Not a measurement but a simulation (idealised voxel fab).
process module | voxel fin reveal
cross-section cut | 200 nm wide | cells 5 nm
A cross-section is a grid of square cells, given in bands from the top down. A band is one or more rows of cells.
Each band's line starts with the height of the band's top and of its bottom, in nm. Then come its materials from left to right, each with its width in nm. One material with "throughout" fills the band from edge to edge. "air" is empty space.
Height 0 is the level under which the wafer as received is all one material. The lowest band goes on downwards, as in "0 down".
A width such as "30 to 40" changes by the same amount from each row of cells to the next, from the band's top row to its bottom row.
"no change" after a step means that no cell of the cross-section changed.
closed voids: empty space of 8 cells or more with no open way to the top, each as width x height at its distance from the left edge, in nm
after a step's settings: what the simulator itself notes on the step
overlay nm, on a step with a mask: how far to the right of its planned place the mask lay; to the left if negative
plan
1 op RECEIVE | material Si
2 op CONFORMAL_DEP | material SiN | thk nm 5
3 op PATTERN | tone cover | mask id FINS | material resist | width nm 15 | pitch nm 45 | thk nm 20 | overlay nm 0
4 op DIRECTIONAL_ETCH | etch materials SiN | depth nm 5
5 op DIRECTIONAL_ETCH | etch materials Si | depth nm 35
6 op STRIP | etch materials resist
7 op FILL_DEP | material SiO2 | thk nm 5
8 op CMP | height nm 5
9 op SELECTIVE_ETCH | etch materials SiO2 | depth nm 20
10 op STRIP | etch materials SiN
11 op CONFORMAL_DEP | material HfO2 | thk nm 5
as received, after step 1
  0 down: Si throughout
  closed voids: none
first wafer at the end, as planned
  5 to 0: air 65 | HfO2 25 | air 20 | HfO2 25 | air 65
  0 to -10: air 65 | HfO2 5 | Si 15 | HfO2 5 | air 20 | HfO2 5 | Si 15 | HfO2 5 | air 65
  -10 to -15: HfO2 70 | Si 15 | HfO2 30 | Si 15 | HfO2 70
  -15 to -35: SiO2 70 | Si 15 | SiO2 30 | Si 15 | SiO2 70
  -35 down: Si throughout
  closed voids: none
second wafer at the end: like start, like plan, one mistake
  5 to 0: air 65 | HfO2 25 | air 20 | HfO2 25 | air 65
  0 to -10: air 65 | HfO2 5 | Si 15 | HfO2 5 | air 20 | HfO2 5 | Si 15 | HfO2 5 | air 65
  -10 to -15: HfO2 70 | Si 15 | HfO2 30 | Si 15 | HfO2 70
  -15 to -70: SiO2 70 | Si 15 | SiO2 30 | Si 15 | SiO2 70
  -70 down: Si throughout
  closed voids: none
what went wrong: step 5 was run twice
at the end the second wafer has, in cells: 238 fewer of Si | 238 more of SiO2
